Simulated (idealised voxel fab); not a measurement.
Herein follows the process module entitled voxel gate over fins.
We display cut, a cross-section 285 nm in width whose square cells are each 5 nm.
Heads up, the way a cross-section reads in here is a grid of square cells, handed over as bands from the top down, with every band being one or more rows of cells. Basically the band line says how high the top is and how high the bottom is, in nm, and then what's in it from left to right, every material with its width in nm. Empty space shows up as "empty", and if a single material carries "all across" it runs the full band edge to edge. Zero point of the height axis is 0; under it, received wafer = one material. Lowest band: continues down indefinitely, "0 -> down". You'd read "30..40" like this: the band's top row of cells is as wide as the first number, its bottom row is as wide as the second, and going down, every row changes width by the same amount as the row before did. A step reported as "no alterations made" is a step in which no cell of the cross-section changed. For the entry "Sealed internal cavities", the listed items are empty spaces with no open way to the top whose size is 8 cells or more; each item follows the pattern width x height at distance, where distance is from the left edge and all three are in nm. Read whatever lies past the settings on a step's line as the simulator's own remark about the step. For masked steps, "overlay nm" on the step line gives how far right of plan the mask actually lay; a minus sign means it lay to the left.
# List of planned process steps
step 1: RECEIVE [material Si]
step 2: CONFORMAL_DEP [material SiN] [thk nm 5]
step 3: MASKED_ETCH [tone cover] [mask id FINS] [width nm 15] [pitch nm 60] [etch materials SiN] [depth nm 5] [overlay nm 0]
step 4: MASKED_ETCH [tone cover] [mask id FINS] [width nm 15] [pitch nm 60] [etch materials Si] [depth nm 35] [overlay nm 0]
step 5: OXIDIZE [depth nm 5]
step 6: FILL_DEP [material SiO2] [thk nm 5]
step 7: CMP [height nm 5]
step 8: PATTERN [tone open] [mask id RAIL] [material resist] [width nm 15] [thk nm 20] [overlay nm 0]
step 9: DIRECTIONAL_ETCH [etch materials SiO2] [depth nm 35]
step 10: STRIP [etch materials resist]
step 11: CONFORMAL_DEP [material TiN] [thk nm 5]
step 12: FILL_DEP [material W] [thk nm 10]
step 13: CMP [height nm 5]
step 14: SELECTIVE_ETCH [etch materials W Ru TiN] [depth nm 30]
step 15: FILL_DEP [material SiO2] [thk nm 5]
step 16: CMP [height nm 5]
step 17: SELECTIVE_ETCH [etch materials SiO2] [depth nm 20]
step 18: STRIP [etch materials SiN]
step 19: CONFORMAL_DEP [material HfO2] [thk nm 5]
step 20: CONFORMAL_DEP [material TiN] [thk nm 5]
step 21: FILL_DEP [material W] [thk nm 10]
step 22: CMP [height nm 15]
step 23: CONFORMAL_DEP [material SiN] [thk nm 10]
# So this is the incoming wafer in cross-section - it's already been through step 1
- 0 -> down: Si all across
- Sealed internal cavities: none
# Starting wafer: above. Plan: above. Run: one mistake. Cross-section after the module: below
- 25 -> 15: SiN all across
- 15 -> 10: W all across
- 10 -> 5: W (40), then TiN (25), then W (35), then TiN (25), then W (35), then TiN (25), then W (35), then TiN (25), then W (40)
- 5 -> 0: W (40), then TiN (5), then HfO2 (15), then TiN (5), then W (35), then TiN (5), then HfO2 (15), then TiN (5), then W (35), then TiN (5), then HfO2 (15), then TiN (5), then W (35), then TiN (5), then HfO2 (15), then TiN (5), then W (40)
- 0 -> -15: W (40), then TiN (5), then HfO2 (5), then Si (5), then HfO2 (5), then TiN (5), then W (35), then TiN (5), then HfO2 (5), then Si (5), then HfO2 (5), then TiN (5), then W (35), then TiN (5), then HfO2 (5), then Si (5), then HfO2 (5), then TiN (5), then W (35), then TiN (5), then HfO2 (5), then Si (5), then HfO2 (5), then TiN (5), then W (40)
- -15 -> -20: W (40), then TiN (5), then HfO2 (5), then Si (5), then HfO2 (5), then TiN (45), then HfO2 (5), then Si (5), then HfO2 (5), then TiN (5), then W (35), then TiN (5), then HfO2 (5), then Si (5), then HfO2 (5), then TiN (5), then W (35), then TiN (5), then HfO2 (5), then Si (5), then HfO2 (5), then TiN (5), then W (40)
- -20 -> -25: W (40), then TiN (5), then HfO2 (5), then Si (5), then HfO2 (5), then TiN (10), then HfO2 (25), then TiN (10), then HfO2 (5), then Si (5), then HfO2 (5), then TiN (5), then W (35), then TiN (5), then HfO2 (5), then Si (5), then HfO2 (5), then TiN (5), then W (35), then TiN (5), then HfO2 (5), then Si (5), then HfO2 (5), then TiN (5), then W (40)
- -25 -> -30: TiN (45), then HfO2 (5), then Si (5), then HfO2 (5), then TiN (10), then HfO2 (5), then TiN (15), then HfO2 (5), then TiN (10), then HfO2 (5), then Si (5), then HfO2 (5), then TiN (45), then HfO2 (5), then Si (5), then HfO2 (5), then TiN (45), then HfO2 (5), then Si (5), then HfO2 (5), then TiN (45)
- -30 -> -35: HfO2 (50), then Si (5), then HfO2 (25), then SiO2 (5), then HfO2 (25), then Si (5), then HfO2 (55), then Si (5), then HfO2 (55), then Si (5), then HfO2 (50)
- -35 -> -40: SiO2 (50), then Si (5), then SiO2 (55), then Si (5), then SiO2 (55), then Si (5), then SiO2 (55), then Si (5), then SiO2 (50)
- -40 -> down: Si all across
- Sealed internal cavities: none
Nonconformance to the process plan: the plan had its step 17 run twice
